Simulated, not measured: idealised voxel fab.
The document below concerns the process module designated voxel transistor to metal.
Section cut is 170 nm wide and gridded with 5 nm square cells.
In this document a cross-section is written as a grid of square cells. It is given as a series of bands, listed from the top down, and a band is one or more rows of cells.
Look at the band entry: it leads with the top's height and the bottom's height in nm. Then it lists the materials left to right, with a width in nm for each. The word "all across" on a single material says that material fills the band edge to edge. The word "empty" is empty space.
All heights in this document are referenced to 0, defined as the level beneath which the wafer, as received, consists entirely of one material. The lowest band is not bounded below; it extends indefinitely downward and is written in the form "0 nm and below".
Note: "30->40" means the width goes from the first number (top row of the band) to the second number (bottom row) in equal steps per row of cells.
For the purposes of this document, the phrase "left unchanged" attached to a step denotes that no cell within the cross-section was modified by that step.
"Sealed internal voids" lists enclosed empty spaces (at least 8 cells, no open path upward to the top), each as width x height at distance from the left edge, in nm.
Past the settings on a step's line: simulator remark, on that step.
overlay nm: step with mask; distance mask lay right of planned place; negative value = left of planned place.

# Process steps (planned)
1: RECEIVE with material Si
2: OXIDIZE with depth nm 5
3: CONFORMAL_DEP with material SiN, thk nm 15
4: PATTERN with tone cover, mask id ACTIVE, material resist, width nm 110, thk nm 15, overlay nm 0
5: DIRECTIONAL_ETCH with etch materials SiN, depth nm 15
6: DIRECTIONAL_ETCH with etch materials SiO2, depth nm 5
7: DIRECTIONAL_ETCH with etch materials Si, depth nm 25
8: STRIP with etch materials resist
9: FILL_DEP with material SiO2, thk nm 15
10: CMP with height nm 15
11: SELECTIVE_ETCH with etch materials SiO2, depth nm 10
12: STRIP with etch materials SiN
13: SELECTIVE_ETCH with etch materials SiO2, depth nm 5
14: OXIDIZE with depth nm 5
15: DIRECTIONAL_DEP with material polySi, thk nm 30
16: DIRECTIONAL_DEP with material SiCN, thk nm 10
17: MASKED_ETCH with tone cover, mask id GATE, width nm 20, etch materials SiCN, depth nm 20, overlay nm 0
18: MASKED_ETCH with tone cover, mask id GATE, width nm 20, etch materials polySi, depth nm 40, overlay nm 0
19: CONFORMAL_DEP with material SiO2, thk nm 5
20: DIRECTIONAL_ETCH with etch materials SiO2, depth nm 5
21: CONFORMAL_DEP with material SiN, thk nm 5
22: DIRECTIONAL_ETCH with etch materials SiN, depth nm 5
23: DIRECTIONAL_ETCH with etch materials SiO2, depth nm 5
24: DIRECTIONAL_ETCH with etch materials Si, depth nm 15
25: EPI with material nSi, thk nm 20
26: FILL_DEP with material SiO2, thk nm 5
27: CMP with height nm 35
28: DIRECTIONAL_DEP with material SiO2, thk nm 15
29: PATTERN with tone open, mask id CONTACT, material resist, width nm 30, pitch nm 60, thk nm 15, overlay nm 0
30: DIRECTIONAL_ETCH with etch materials SiO2, depth nm 40
31: STRIP with etch materials resist
32: CONFORMAL_DEP with material TiN, thk nm 5
33: FILL_DEP with material W, thk nm 10
34: CMP with height nm 50
35: DIRECTIONAL_DEP with material TiN, thk nm 5
36: DIRECTIONAL_DEP with material W, thk nm 15
37: PATTERN with tone cover, mask id METAL_1, material resist, width nm 20, pitch nm 70, thk nm 15, overlay nm 0
38: DIRECTIONAL_ETCH with etch materials W, depth nm 15
39: DIRECTIONAL_ETCH with etch materials TiN, depth nm 5
40: STRIP with etch materials resist
41: CONFORMAL_DEP with material SiN, thk nm 5
42: FILL_DEP with material lowk, thk nm 10
43: CMP with height nm 70
44: CONFORMAL_DEP with material SiCN, thk nm 5
45: DIRECTIONAL_DEP with material lowk, thk nm 25
46: DIRECTIONAL_DEP with material aC, thk nm 10
47: PATTERN with tone open, mask id METAL_2_HOLES, material resist, width nm 15, pitch nm 70, thk nm 25, overlay nm 0
48: DIRECTIONAL_ETCH with etch materials aC, depth nm 10
49: STRIP with etch materials resist
50: DIRECTIONAL_ETCH with etch materials lowk, depth nm 25
51: STRIP with etch materials aC
52: MASKED_ETCH with tone open, mask id METAL_2, width nm 20, pitch nm 70, etch materials lowk, depth nm 15, overlay nm 0
53: MASKED_ETCH with tone open, mask id METAL_2, width nm 20, pitch nm 70, etch materials SiCN, depth nm 5, overlay nm 0
54: CONFORMAL_DEP with material TiN, thk nm 5
55: FILL_DEP with material Cu, thk nm 10
56: CMP with height nm 100
57: CONFORMAL_DEP with material SiCN, thk nm 5

# Step 1 complete: cross-section of the wafer as received
    0 nm and below = Si all across
    Sealed internal voids: none

# Run as planned - first of the two wafers cross-sectioned at the end of the module
    105 nm to 100 nm = SiCN all across
    100 nm to 90 nm = 40 of lowk / 5 of TiN / 10 of Cu / 5 of TiN / 50 of lowk / 5 of TiN / 10 of Cu / 5 of TiN / 40 of lowk
    90 nm to 85 nm = 40 of lowk / 5 of TiN / 5 of Cu / 10 of TiN / 50 of lowk / 5 of TiN / 5 of Cu / 10 of TiN / 40 of lowk
    85 nm to 75 nm = 40 of lowk / 5 of TiN / 5 of Cu / 5 of TiN / 55 of lowk / 5 of TiN / 5 of Cu / 5 of TiN / 45 of lowk
    75 nm to 70 nm = 40 of SiCN / 15 of TiN / 55 of SiCN / 15 of TiN / 45 of SiCN
    70 nm to 55 nm = 35 of lowk / 5 of SiN / 20 of W / 5 of SiN / 40 of lowk / 5 of SiN / 20 of W / 5 of SiN / 35 of lowk
    55 nm to 50 nm = 40 of SiN / 20 of TiN / 50 of SiN / 20 of TiN / 40 of SiN
    50 nm to 40 nm = 40 of SiO2 / 5 of TiN / 20 of W / 5 of TiN / 30 of SiO2 / 5 of TiN / 20 of W / 5 of TiN / 40 of SiO2
    40 nm to 35 nm = 40 of SiO2 / 5 of TiN / 15 of W / 10 of TiN / 30 of SiO2 / 10 of TiN / 15 of W / 5 of TiN / 40 of SiO2
    35 nm to 25 nm = 40 of SiO2 / 5 of TiN / 15 of W / 5 of TiN / 5 of SiN / 5 of SiO2 / 20 of SiCN / 5 of SiO2 / 5 of SiN / 5 of TiN / 15 of W / 5 of TiN / 40 of SiO2
    25 nm to 15 nm = 40 of SiO2 / 5 of TiN / 15 of W / 5 of TiN / 5 of SiN / 5 of SiO2 / 20 of polySi / 5 of SiO2 / 5 of SiN / 5 of TiN / 15 of W / 5 of TiN / 40 of SiO2
    15 nm to 10 nm = 40 of SiO2 / 25 of TiN / 5 of SiN / 5 of SiO2 / 20 of polySi / 5 of SiO2 / 5 of SiN / 25 of TiN / 40 of SiO2
    10 nm to 0 nm = 25 of SiO2 / 40 of nSi / 5 of SiN / 5 of SiO2 / 20 of polySi / 5 of SiO2 / 5 of SiN / 40 of nSi / 25 of SiO2
    0 nm to -5 nm = 25 of SiO2 / 5 of nSi / 5 of SiN / 30 of nSi / 5 of SiN / 5 of SiO2 / 20 of polySi / 5 of SiO2 / 5 of SiN / 30 of nSi / 5 of SiN / 5 of nSi / 25 of SiO2
    -5 nm to -10 nm = 35 of SiO2 / 30 of nSi / 40 of SiO2 / 30 of nSi / 35 of SiO2
    -10 nm to -25 nm = 30 of SiO2 / 5 of Si / 30 of nSi / 40 of Si / 30 of nSi / 5 of Si / 30 of SiO2
    -25 nm to -30 nm = 30 of SiO2 / 110 of Si / 30 of SiO2
    -30 nm and below = Si all across
    Sealed internal voids: none

# End-of-module cross-section of the second wafer: identical starting point and process plan to the first, with one processing mistake
    105 nm to 100 nm = SiCN all across
    100 nm to 90 nm = 40 of lowk / 5 of TiN / 10 of Cu / 5 of TiN / 50 of lowk / 5 of TiN / 10 of Cu / 5 of TiN / 40 of lowk
    90 nm to 85 nm = 40 of lowk / 5 of TiN / 5 of Cu / 10 of TiN / 50 of lowk / 5 of TiN / 5 of Cu / 10 of TiN / 40 of lowk
    85 nm to 75 nm = 40 of lowk / 5 of TiN / 5 of Cu / 5 of TiN / 55 of lowk / 5 of TiN / 5 of Cu / 5 of TiN / 45 of lowk
    75 nm to 70 nm = 40 of SiCN / 15 of TiN / 55 of SiCN / 15 of TiN / 45 of SiCN
    70 nm to 55 nm = 35 of lowk / 5 of SiN / 20 of W / 5 of SiN / 40 of lowk / 5 of SiN / 20 of W / 5 of SiN / 35 of lowk
    55 nm to 50 nm = 40 of SiN / 20 of TiN / 50 of SiN / 20 of TiN / 40 of SiN
    50 nm to 40 nm = 40 of SiO2 / 5 of TiN / 20 of W / 5 of TiN / 30 of SiO2 / 5 of TiN / 20 of W / 5 of TiN / 40 of SiO2
    40 nm to 35 nm = 40 of SiO2 / 5 of TiN / 15 of W / 10 of TiN / 30 of SiO2 / 10 of TiN / 15 of W / 5 of TiN / 40 of SiO2
    35 nm to 25 nm = 40 of SiO2 / 5 of TiN / 15 of W / 5 of TiN / 5 of SiN / 5 of SiO2 / 20 of SiCN / 5 of SiO2 / 5 of SiN / 5 of TiN / 15 of W / 5 of TiN / 40 of SiO2
    25 nm to 15 nm = 40 of SiO2 / 5 of TiN / 15 of W / 5 of TiN / 5 of SiN / 5 of SiO2 / 20 of polySi / 5 of SiO2 / 5 of SiN / 5 of TiN / 15 of W / 5 of TiN / 40 of SiO2
    15 nm to 10 nm = 40 of SiO2 / 25 of TiN / 5 of SiN / 5 of SiO2 / 20 of polySi / 5 of SiO2 / 5 of SiN / 25 of TiN / 40 of SiO2
    10 nm to 0 nm = 65 of SiO2 / 5 of SiN / 5 of SiO2 / 20 of polySi / 5 of SiO2 / 5 of SiN / 65 of SiO2
    0 nm to -5 nm = 30 of SiO2 / 5 of SiN / 30 of SiO2 / 5 of SiN / 5 of SiO2 / 20 of polySi / 5 of SiO2 / 5 of SiN / 30 of SiO2 / 5 of SiN / 30 of SiO2
    -5 nm to -10 nm = 35 of SiO2 / 30 of nSi / 40 of SiO2 / 30 of nSi / 35 of SiO2
    -10 nm to -30 nm = 30 of SiO2 / 110 of Si / 30 of SiO2
    -30 nm and below = Si all across
    Sealed internal voids: none
Error vs. plan: the executed order of steps 24 and 25 is the reverse of that specified in the plan, each step having taken the other's position
Final wafer comparison in cells, second versus first, more or fewer per material: 36 more of Si | 46 more of SiO2 | 82 fewer of nSi
